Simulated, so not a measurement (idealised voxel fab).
voxel transistor to metal: a process module
Displayed cross-section: cut, width of 180 nm, square cells sized 5 nm.
This document writes a cross-section as a grid whose cells are square, and gives it as bands, listed from the top down; one or more rows of cells form a band.
Heads up on the band format: heights come first, top then bottom, in nm. After that it's the materials left to right, each with its width in nm. A single material flagged "all across" fills the whole band edge to edge, and "blank" means there's empty space there.
It should be noted that heights are counted from 0, beneath which the wafer as supplied is of one material throughout, and that the lowest band possesses no lower boundary but continues downward, as written in "0 nm and below".
A two-number width, for instance "30..40", indicates that the width is equal to the first number in the top row of the band and to the second number in the bottom row, and that it changes by a constant amount per row of cells.
Reading "remained the same" for a step: not a cell of the cross-section changed in it.
Voids not open to the top, 8 cells minimum: see "Enclosed cavities". Written width x height at distance; distance is from the left edge; nm.
Formally, on a step line, whatever follows the settings is a remark that the simulator itself makes on the step.
overlay nm: on a step with a mask, how far right of its planned place the mask lay; negative means left.
So the way this works: pairs, before and after one process step. The after picture only goes down to the lowest band that actually changed, nothing below. Step and its settings are under each pair. And watch out, pairs might come from different runs of this module, same starting wafer though, so a pair only follows on from the one above if its "before" entry tells you so.
BEFORE
* 25 nm to 10 nm | aC: 25 | blank: 125 | aC: 30
* 10 nm to 0 nm | SiN: 25 | blank: 125 | SiN: 30
* 0 nm to -5 nm | SiO2: 25 | blank: 125 | SiO2: 30
* -5 nm to -40 nm | Si: 25 | blank: 125 | Si: 30
* -40 nm and below | Si all across
* Enclosed cavities: none
AFTER
* 10 nm to 0 nm | SiN: 25 | blank: 125 | SiN: 30
* Nothing below the height 0 has changed.
* Enclosed cavities: none
Step that separates the before view from the after view above: STRIP with etch materials aC
before: taken from the pair above, after panel.
AFTER
* 10 nm to 0 nm | SiN: 25 | blank: 125 | SiN: 30
* 0 nm to -5 nm | SiO2: 25 | blank: 125 | SiO2: 30
* -5 nm to -40 nm | Si: 20 | SiO2: 5 | blank: 125 | SiO2: 5 | Si: 25
* -40 nm to -45 nm | Si: 20 | SiO2: 135 | Si: 25
* Nothing below the height -45 has changed.
* Enclosed cavities: none
Step that separates the before view from the after view above: OXIDIZE with depth nm 5
before: taken from the pair above, after panel.
AFTER
* 15 nm to 10 nm | SiO2 all across
* 10 nm to 0 nm | SiN: 25 | SiO2: 125 | SiN: 30
* 0 nm to -5 nm | SiO2 all across
* -5 nm to -45 nm | Si: 20 | SiO2: 135 | Si: 25
* Nothing below the height -45 has changed.
* Enclosed cavities: none
Step that separates the before view from the after view above: FILL_DEP with material SiO2, thk nm 5
before: taken from the pair above, after panel.
AFTER
* 10 nm to 0 nm | SiN: 25 | SiO2: 125 | SiN: 30
* Nothing below the height 0 has changed.
* Enclosed cavities: none
Step that separates the before view from the after view above: CMP with height nm 10
before: taken from the pair above, after panel.
AFTER
* 10 nm to 5 nm | SiN: 25 | blank: 125 | SiN: 30
* Nothing below the height 5 has changed.
* Enclosed cavities: none
Step that separates the before view from the after view above: SELECTIVE_ETCH with etch materials SiO2, depth nm 5
before: taken from the pair above, after panel.
AFTER
* 5 nm to 0 nm | blank: 25 | SiO2: 125 | blank: 30
* Nothing below the height 0 has changed.
* Enclosed cavities: none
Step that separates the before view from the after view above: STRIP with etch materials SiN
before: taken from the pair above, after panel.
AFTER
* 0 nm to -5 nm | blank: 30 | SiO2: 115 | blank: 35
* Nothing below the height -5 has changed.
* Enclosed cavities: none
Step that separates the before view from the after view above: SELECTIVE_ETCH with etch materials SiO2, depth nm 5
before: taken from the pair above, after panel.
AFTER
* 0 nm to -5 nm | blank: 30 | SiO2: 115 | blank: 35
* -5 nm to -10 nm | SiO2 all across
* Nothing below the height -10 has changed.
* Enclosed cavities: none
Step that separates the before view from the after view above: OXIDIZE with depth nm 5
before: taken from the pair above, after panel.
AFTER
* 25 nm to 20 nm | blank: 30 | polySi: 115 | blank: 35
* 20 nm to 0 nm | polySi all across
* 0 nm to -5 nm | polySi: 30 | SiO2: 115 | polySi: 35
* Nothing below the height -5 has changed.
* Enclosed cavities: none
Step that separates the before view from the after view above: DIRECTIONAL_DEP with material polySi, thk nm 25
before: taken from the pair above, after panel.
AFTER
* 40 nm to 35 nm | blank: 30 | SiCN: 115 | blank: 35
* 35 nm to 25 nm | SiCN all across
* 25 nm to 20 nm | SiCN: 30 | polySi: 115 | SiCN: 35
* Nothing below the height 20 has changed.
* Enclosed cavities: none
Step that separates the before view from the after view above: DIRECTIONAL_DEP with material SiCN, thk nm 15
before: taken from the pair above, after panel.
AFTER
* 50 nm to 45 nm | blank: 30 | aC: 115 | blank: 35
* 45 nm to 40 nm | aC all across
* 40 nm to 35 nm | aC: 30 | SiCN: 115 | aC: 35
* Nothing below the height 35 has changed.
* Enclosed cavities: none
Step that separates the before view from the after view above: DIRECTIONAL_DEP with material aC, thk nm 10
before: taken from the pair above, after panel.
AFTER
* 80 nm to 50 nm | blank: 70 | resist: 35 | blank: 75
* Nothing below the height 50 has changed.
* Enclosed cavities: none
Step that separates the before view from the after view above: PATTERN with tone cover, mask id GATE, material resist, width nm 35, thk nm 30, overlay nm 0
before: taken from the pair above, after panel.
AFTER
* 70 nm to 50 nm | blank: 70 | resist: 35 | blank: 75
* 50 nm to 40 nm | blank: 70 | aC: 35 | blank: 75
* 40 nm to 35 nm | blank: 30 | SiCN: 115 | blank: 35
* Nothing below the height 35 has changed.
* Enclosed cavities: none
Step that separates the before view from the after view above: DIRECTIONAL_ETCH with etch materials aC, depth nm 10
before: taken from the pair above, after panel.
AFTER
* 50 nm to 40 nm | blank: 70 | aC: 35 | blank: 75
* Nothing below the height 40 has changed.
* Enclosed cavities: none
Step that separates the before view from the after view above: STRIP with etch materials resist
before: taken from the pair above, after panel.
AFTER
* 50 nm to 40 nm | blank: 70 | aC: 35 | blank: 75
* 40 nm to 25 nm | blank: 70 | SiCN: 35 | blank: 75
* 25 nm to 20 nm | blank: 30 | polySi: 115 | blank: 35
* Nothing below the height 20 has changed.
* Enclosed cavities: none
Step that separates the before view from the after view above: DIRECTIONAL_ETCH with etch materials SiCN, depth nm 25
before: taken from the pair above, after panel.
AFTER
* 50 nm to 40 nm | blank: 70 | aC: 35 | blank: 75
* 40 nm to 25 nm | blank: 70 | SiCN: 35 | blank: 75
* 25 nm to 0 nm | blank: 70 | polySi: 35 | blank: 75
* 0 nm to -5 nm | blank: 30 | SiO2: 115 | blank: 35
* Nothing below the height -5 has changed.
* Enclosed cavities: none
Step that separates the before view from the after view above: DIRECTIONAL_ETCH with etch materials polySi, depth nm 35
before: taken from the pair above, after panel.
AFTER
* 40 nm to 25 nm | blank: 70 | SiCN: 35 | blank: 75
* Nothing below the height 25 has changed.
* Enclosed cavities: none
Step that separates the before view from the after view above: STRIP with etch materials aC
before: taken from the pair above, after panel.
AFTER
* 45 nm to 40 nm | blank: 65 | SiN: 45 | blank: 70
* 40 nm to 25 nm | blank: 65 | SiN: 5 | SiCN: 35 | SiN: 5 | blank: 70
* 25 nm to 5 nm | blank: 65 | SiN: 5 | polySi: 35 | SiN: 5 | blank: 70
* 5 nm to 0 nm | blank: 25 | SiN: 45 | polySi: 35 | SiN: 45 | blank: 30
* 0 nm to -5 nm | SiN: 30 | SiO2: 115 | SiN: 35
* Nothing below the height -5 has changed.
* Enclosed cavities: none
Step that separates the before view from the after view above: CONFORMAL_DEP with material SiN, thk nm 5
before: taken from the pair above, after panel.
AFTER
* 40 nm to 25 nm | blank: 65 | SiN: 5 | SiCN: 35 | SiN: 5 | blank: 70
* 25 nm to 0 nm | blank: 65 | SiN: 5 | polySi: 35 | SiN: 5 | blank: 70
* 0 nm to -5 nm | blank: 25 | SiN: 5 | SiO2: 115 | SiN: 5 | blank: 30
* Nothing below the height -5 has changed.
* Enclosed cavities: none
Step that separates the before view from the after view above: DIRECTIONAL_ETCH with etch materials SiN, depth nm 5
before: taken from the pair above, after panel.
AFTER
* 40 nm to 25 nm | blank: 65 | SiN: 5 | SiCN: 35 | SiN: 5 | blank: 70
* 25 nm to 0 nm | blank: 65 | SiN: 5 | polySi: 35 | SiN: 5 | blank: 70
* 0 nm to -5 nm | blank: 25 | SiN: 5 | blank: 35 | SiO2: 45 | blank: 35 | SiN: 5 | blank: 30
* -5 nm to -10 nm | blank: 25 | SiO2: 125 | blank: 30
* Nothing below the height -10 has changed.
* Enclosed cavities: none
Step that separates the before view from the after view above: DIRECTIONAL_ETCH with etch materials SiO2, depth nm 5
before: taken from the pair above, after panel.
AFTER
* 40 nm to 25 nm | blank: 65 | SiN: 5 | SiCN: 35 | SiN: 5 | blank: 70
* 25 nm to 0 nm | blank: 65 | SiN: 5 | polySi: 35 | SiN: 5 | blank: 70
* 0 nm to -5 nm | blank: 25 | SiN: 5 | blank: 35 | SiO2: 45 | blank: 35 | SiN: 5 | blank: 30
* -5 nm to -15 nm | blank: 25..20 | SiO2: 125..135 | blank: 30..25
* Nothing below the height -15 has changed.
* Enclosed cavities: none
Step that separates the before view from the after view above: DIRECTIONAL_ETCH with etch materials Si, depth nm 5
before: taken from the pair above, after panel.
AFTER
* 40 nm to 25 nm | blank: 65 | SiN: 5 | SiCN: 35 | SiN: 5 | blank: 70
* 25 nm to 0 nm | blank: 65 | SiN: 5 | polySi: 35 | SiN: 5 | blank: 70
* 0 nm to -5 nm | blank: 25 | SiN: 5 | blank: 35 | SiO2: 45 | blank: 35 | SiN: 5 | blank: 30
* -5 nm to -15 nm | pSi: 25..20 | SiO2: 125..135 | pSi: 30..25
* Nothing below the height -15 has changed.
* Enclosed cavities: none
Step that separates the before view from the after view above: EPI with material pSi, thk nm 10
before: taken from the pair above, after panel.
AFTER
* 50 nm to 40 nm | SiO2 all across
* 40 nm to 25 nm | SiO2: 65 | SiN: 5 | SiCN: 35 | SiN: 5 | SiO2: 70
* 25 nm to 0 nm | SiO2: 65 | SiN: 5 | polySi: 35 | SiN: 5 | SiO2: 70
* 0 nm to -5 nm | SiO2: 25 | SiN: 5 | SiO2: 115 | SiN: 5 | SiO2: 30
* Nothing below the height -5 has changed.
* Enclosed cavities: none
Step that separates the before view from the after view above: FILL_DEP with material SiO2, thk nm 10
before: taken from the pair above, after panel.
AFTER
* 20 nm to 0 nm | SiO2: 65 | SiN: 5 | polySi: 35 | SiN: 5 | SiO2: 70
* Nothing below the height 0 has changed.
* Enclosed cavities: none
Step that separates the before view from the after view above: CMP with height nm 20
before: taken from the pair above, after panel.
AFTER
* 20 nm to 0 nm | SiO2: 65 | SiN: 5 | blank: 35 | SiN: 5 | SiO2: 70
* Nothing below the height 0 has changed.
* Enclosed cavities: none
Step that separates the before view from the after view above: STRIP with etch materials polySi
before: taken from the pair above, after panel.
AFTER
* 20 nm to 15 nm | blank: 65 | SiN: 5 | blank: 35 | SiN: 5 | blank: 70
* 15 nm to 0 nm | SiO2: 65 | SiN: 5 | blank: 35 | SiN: 5 | SiO2: 70
* 0 nm to -5 nm | SiO2: 25 | SiN: 5 | SiO2: 35 | blank: 45 | SiO2: 35 | SiN: 5 | SiO2: 30
* Nothing below the height -5 has changed.
* Enclosed cavities: none
Step that separates the before view from the after view above: SELECTIVE_ETCH with etch materials SiO2, depth nm 5
before: taken from the pair above, after panel.
AFTER
* 25 nm to 20 nm | blank: 60 | HfO2: 15 | blank: 25 | HfO2: 15 | blank: 65
* 20 nm to 15 nm | HfO2: 65 | SiN: 5 | HfO2: 5 | blank: 25 | HfO2: 5 | SiN: 5 | HfO2: 70
* 15 nm to 0 nm | SiO2: 65 | SiN: 5 | HfO2: 5 | blank: 25 | HfO2: 5 | SiN: 5 | SiO2: 70
* 0 nm to -5 nm | SiO2: 25 | SiN: 5 | SiO2: 35 | HfO2: 45 | SiO2: 35 | SiN: 5 | SiO2: 30
* Nothing below the height -5 has changed.
* Enclosed cavities: none
Step that separates the before view from the after view above: CONFORMAL_DEP with material HfO2, thk nm 5
before: taken from the pair above, after panel.
AFTER
* 30 nm to 25 nm | blank: 55 | TiN: 25 | blank: 15 | TiN: 25 | blank: 60
* 25 nm to 20 nm | TiN: 60 | HfO2: 15 | TiN: 5 | blank: 15 | TiN: 5 | HfO2: 15 | TiN: 65
* 20 nm to 15 nm | HfO2: 65 | SiN: 5 | HfO2: 5 | TiN: 5 | blank: 15 | TiN: 5 | HfO2: 5 | SiN: 5 | HfO2: 70
* 15 nm to 5 nm | SiO2: 65 | SiN: 5 | HfO2: 5 | TiN: 5 | blank: 15 | TiN: 5 | HfO2: 5 | SiN: 5 | SiO2: 70
* 5 nm to 0 nm | SiO2: 65 | SiN: 5 | HfO2: 5 | TiN: 25 | HfO2: 5 | SiN: 5 | SiO2: 70
* Nothing below the height 0 has changed.
* Enclosed cavities: none
Step that separates the before view from the after view above: CONFORMAL_DEP with material TiN, thk nm 5
before: taken from the pair above, after panel.
AFTER
* 40 nm to 30 nm | W all across
* 30 nm to 25 nm | W: 55 | TiN: 25 | W: 15 | TiN: 25 | W: 60
* 25 nm to 20 nm | TiN: 60 | HfO2: 15 | TiN: 5 | W: 15 | TiN: 5 | HfO2: 15 | TiN: 65
* 20 nm to 15 nm | HfO2: 65 | SiN: 5 | HfO2: 5 | TiN: 5 | W: 15 | TiN: 5 | HfO2: 5 | SiN: 5 | HfO2: 70
* 15 nm to 5 nm | SiO2: 65 | SiN: 5 | HfO2: 5 | TiN: 5 | W: 15 | TiN: 5 | HfO2: 5 | SiN: 5 | SiO2: 70
* Nothing below the height 5 has changed.
* Enclosed cavities: none
Step that separates the before view from the after view above: FILL_DEP with material W, thk nm 10
before: taken from the pair above, after panel.
AFTER
* 15 nm to 5 nm | SiO2: 65 | SiN: 5 | HfO2: 5 | TiN: 5 | W: 15 | TiN: 5 | HfO2: 5 | SiN: 5 | SiO2: 70
* Nothing below the height 5 has changed.
* Enclosed cavities: none
Step that separates the before view from the after view above: CMP with height nm 15
before: taken from the pair above, after panel.
AFTER
* 25 nm to 15 nm | SiO2 all across
* Nothing below the height 15 has changed.
* Enclosed cavities: none
Step that separates the before view from the after view above: DIRECTIONAL_DEP with material SiO2, thk nm 10
before: taken from the pair above, after panel.
AFTER
* 25 nm to 15 nm | SiO2: 35 | blank: 15 | SiO2: 75 | blank: 15 | SiO2: 40
* 15 nm to 5 nm | SiO2: 35 | blank: 15 | SiO2: 15 | SiN: 5 | HfO2: 5 | TiN: 5 | W: 15 | TiN: 5 | HfO2: 5 | SiN: 5 | SiO2: 15 | blank: 15 | SiO2: 40
* 5 nm to 0 nm | SiO2: 35 | blank: 15 | SiO2: 15 | SiN: 5 | HfO2: 5 | TiN: 25 | HfO2: 5 | SiN: 5 | SiO2: 15 | blank: 15 | SiO2: 40
* 0 nm to -5 nm | SiO2: 25 | SiN: 5 | SiO2: 5 | blank: 15 | SiO2: 15 | HfO2: 45 | SiO2: 15 | blank: 15 | SiO2: 5 | SiN: 5 | SiO2: 30
* Nothing below the height -5 has changed.
* Enclosed cavities: none
Step that separates the before view from the after view above: MASKED_ETCH with tone open, mask id CONTACT, width nm 15, pitch nm 90, etch materials SiO2, depth nm 30, overlay nm 0
before: taken from the pair above, after panel.
AFTER
* 30 nm to 25 nm | TiN: 40 | blank: 5 | TiN: 85 | blank: 5 | TiN: 45
* 25 nm to 15 nm | SiO2: 35 | TiN: 5 | blank: 5 | TiN: 5 | SiO2: 75 | TiN: 5 | blank: 5 | TiN: 5 | SiO2: 40
* 15 nm to 5 nm | SiO2: 35 | TiN: 5 | blank: 5 | TiN: 5 | SiO2: 15 | SiN: 5 | HfO2: 5 | TiN: 5 | W: 15 | TiN: 5 | HfO2: 5 | SiN: 5 | SiO2: 15 | TiN: 5 | blank: 5 | TiN: 5 | SiO2: 40
* 5 nm to 0 nm | SiO2: 35 | TiN: 5 | blank: 5 | TiN: 5 | SiO2: 15 | SiN: 5 | HfO2: 5 | TiN: 25 | HfO2: 5 | SiN: 5 | SiO2: 15 | TiN: 5 | blank: 5 | TiN: 5 | SiO2: 40
* 0 nm to -5 nm | SiO2: 25 | SiN: 5 | SiO2: 5 | TiN: 15 | SiO2: 15 | HfO2: 45 | SiO2: 15 | TiN: 15 | SiO2: 5 | SiN: 5 | SiO2: 30
* Nothing below the height -5 has changed.
* Enclosed cavities: none
Step that separates the before view from the after view above: CONFORMAL_DEP with material TiN, thk nm 5
before: taken from the pair above, after panel.
AFTER
* 35 nm to 30 nm | W all across
* 30 nm to 25 nm | TiN: 40 | W: 5 | TiN: 85 | W: 5 | TiN: 45
* 25 nm to 15 nm | SiO2: 35 | TiN: 5 | W: 5 | TiN: 5 | SiO2: 75 | TiN: 5 | W: 5 | TiN: 5 | SiO2: 40
* 15 nm to 5 nm | SiO2: 35 | TiN: 5 | W: 5 | TiN: 5 | SiO2: 15 | SiN: 5 | HfO2: 5 | TiN: 5 | W: 15 | TiN: 5 | HfO2: 5 | SiN: 5 | SiO2: 15 | TiN: 5 | W: 5 | TiN: 5 | SiO2: 40
* 5 nm to 0 nm | SiO2: 35 | TiN: 5 | W: 5 | TiN: 5 | SiO2: 15 | SiN: 5 | HfO2: 5 | TiN: 25 | HfO2: 5 | SiN: 5 | SiO2: 15 | TiN: 5 | W: 5 | TiN: 5 | SiO2: 40
* Nothing below the height 0 has changed.
* Enclosed cavities: none
Step that separates the before view from the after view above: FILL_DEP with material W, thk nm 5
before: taken from the pair above, after panel.
AFTER
* 25 nm to 15 nm | SiO2: 35 | TiN: 5 | W: 5 | TiN: 5 | SiO2: 75 | TiN: 5 | W: 5 | TiN: 5 | SiO2: 40
* Nothing below the height 15 has changed.
* Enclosed cavities: none
Step that separates the before view from the after view above: CMP with height nm 25
before: taken from the pair above, after panel.
AFTER
* 30 nm to 25 nm | SiN all across
* Nothing below the height 25 has changed.
* Enclosed cavities: none
Step that separates the before view from the after view above: CONFORMAL_DEP with material SiN, thk nm 5
before: taken from the pair above, after panel.
AFTER
* 50 nm to 30 nm | lowk all across
* Nothing below the height 30 has changed.
* Enclosed cavities: none
Step that separates the before view from the after view above: DIRECTIONAL_DEP with material lowk, thk nm 20
before: taken from the pair above, after panel.
AFTER
* 65 nm to 50 nm | resist: 35 | blank: 15 | resist: 75 | blank: 15 | resist: 40
* Nothing below the height 50 has changed.
* Enclosed cavities: none
Step that separates the before view from the after view above: PATTERN with tone open, mask id METAL_1, material resist, width nm 15, pitch nm 90, thk nm 15, overlay nm 0
before: taken from the pair above, after panel.
AFTER
* 65 nm to 50 nm | resist: 35 | blank: 15 | resist: 75 | blank: 15 | resist: 40
* 50 nm to 30 nm | lowk: 35 | blank: 15 | lowk: 75 | blank: 15 | lowk: 40
* Nothing below the height 30 has changed.
* Enclosed cavities: none
Step that separates the before view from the after view above: DIRECTIONAL_ETCH with etch materials lowk, depth nm 20
before: taken from the pair above, after panel.
AFTER
* 65 nm to 50 nm | resist: 35 | blank: 15 | resist: 75 | blank: 15 | resist: 40
* 50 nm to 30 nm | lowk: 35 | blank: 15 | lowk: 75 | blank: 15 | lowk: 40
* 30 nm to 25 nm | SiN: 35 | blank: 15 | SiN: 75 | blank: 15 | SiN: 40
* Nothing below the height 25 has changed.
* Enclosed cavities: none
Step that separates the before view from the after view above: DIRECTIONAL_ETCH with etch materials SiN, depth nm 5
before: taken from the pair above, after panel.
AFTER
* 50 nm to 30 nm | lowk: 35 | blank: 15 | lowk: 75 | blank: 15 | lowk: 40
* Nothing below the height 30 has changed.
* Enclosed cavities: none
Step that separates the before view from the after view above: STRIP with etch materials resist
before: taken from the pair above, after panel.
AFTER
* 55 nm to 50 nm | TiN: 40 | blank: 5 | TiN: 85 | blank: 5 | TiN: 45
* 50 nm to 30 nm | lowk: 35 | TiN: 5 | blank: 5 | TiN: 5 | lowk: 75 | TiN: 5 | blank: 5 | TiN: 5 | lowk: 40
* 30 nm to 25 nm | SiN: 35 | TiN: 15 | SiN: 75 | TiN: 15 | SiN: 40
* Nothing below the height 25 has changed.
* Enclosed cavities: none
Step that separates the before view from the after view above: CONFORMAL_DEP with material TiN, thk nm 5
before: taken from the pair above, after panel.
AFTER
* 60 nm to 55 nm | Cu all across
* 55 nm to 50 nm | TiN: 40 | Cu: 5 | TiN: 85 | Cu: 5 | TiN: 45
* 50 nm to 30 nm | lowk: 35 | TiN: 5 | Cu: 5 | TiN: 5 | lowk: 75 | TiN: 5 | Cu: 5 | TiN: 5 | lowk: 40
* Nothing below the height 30 has changed.
* Enclosed cavities: none
Step that separates the before view from the after view above: FILL_DEP with material Cu, thk nm 5
before: taken from the pair above, after panel.
AFTER
* 50 nm to 30 nm | lowk: 35 | TiN: 5 | Cu: 5 | TiN: 5 | lowk: 75 | TiN: 5 | Cu: 5 | TiN: 5 | lowk: 40
* Nothing below the height 30 has changed.
* Enclosed cavities: none
Step that separates the before view from the after view above: CMP with height nm 50
before: taken from the pair above, after panel.
AFTER
* 55 nm to 50 nm | blank: 30 | Ru: 25 | blank: 65 | Ru: 25 | blank: 35
* Nothing below the height 50 has changed.
* Enclosed cavities: none
Step that separates the before view from the after view above: EPI with material Ru, thk nm 5
before: taken from the pair above, after panel.
AFTER
* 60 nm to 55 nm | SiCN all across
* 55 nm to 50 nm | SiCN: 30 | Ru: 25 | SiCN: 65 | Ru: 25 | SiCN: 35
* Nothing below the height 50 has changed.
* Enclosed cavities: none
Step that separates the before view from the after view above: FILL_DEP with material SiCN, thk nm 5
